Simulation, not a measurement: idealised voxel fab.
process module | voxel self aligned contacts
cross-section cut | 200 nm wide | cells 5 nm
A cross-section is a grid of square cells, given in bands from the top down. A band is one or more rows of cells.
Each band's line starts with the height of the band's top and of its bottom, in nm. Then come its materials from left to right, each with its width in nm. One material with "throughout" fills the band from edge to edge. "air" is empty space.
Height 0 is the level under which the wafer as received is all one material. The lowest band goes on downwards, as in "0 down".
A width such as "30 to 40" changes by the same amount from each row of cells to the next, from the band's top row to its bottom row.
"no change" after a step means that no cell of the cross-section changed.
closed voids: empty space of 8 cells or more with no open way to the top, each as width x height at its distance from the left edge, in nm
after a step's settings: what the simulator itself notes on the step
overlay nm, on a step with a mask: how far to the right of its planned place the mask lay; to the left if negative
plan
1 op RECEIVE | material Si
2 op OXIDIZE | depth nm 5
3 op DIRECTIONAL_DEP | material polySi | thk nm 20
4 op DIRECTIONAL_DEP | material SiN | thk nm 25
5 op PATTERN | tone cover | mask id GATE | material resist | width nm 20 | pitch nm 70 | thk nm 20 | overlay nm 0
6 op DIRECTIONAL_ETCH | etch materials SiN | depth nm 25
7 op DIRECTIONAL_ETCH | etch materials polySi | depth nm 20
8 op STRIP | etch materials resist
9 op CONFORMAL_DEP | material SiN | thk nm 10
10 op DIRECTIONAL_ETCH | etch materials SiN | depth nm 10
11 op FILL_DEP | material SiO2 | thk nm 15
12 op CMP | height nm 50
13 op MASKED_ETCH | tone open | mask id CONTACT | width nm 50 | pitch nm 70 | etch materials SiO2 | depth nm 55 | overlay nm 0
14 op CONFORMAL_DEP | material TiN | thk nm 5
15 op FILL_DEP | material W | thk nm 5
16 op CMP | height nm 50
17 op CONFORMAL_DEP | material SiCN | thk nm 5
varied across the wafers: width nm of step 5. The plan shows the first wafer's value. All wafers start alike
first wafer as received, after step 1
  0 down: Si throughout
  closed voids: none
each wafer at the end: cells of each material gained (+) or lost (-) since it was received, then its closed voids
width nm 20 | -40 Si | +40 SiCN | +168 SiN | +84 SiO2 | +60 TiN | +80 W | +48 polySi | closed voids: none
width nm 25 | -40 Si | +40 SiCN | +183 SiN | +77 SiO2 | +60 TiN | +60 W | +60 polySi | closed voids: none
width nm 30 | -40 Si | +40 SiCN | +198 SiN | +70 SiO2 | +60 TiN | +40 W | +72 polySi | closed voids: none
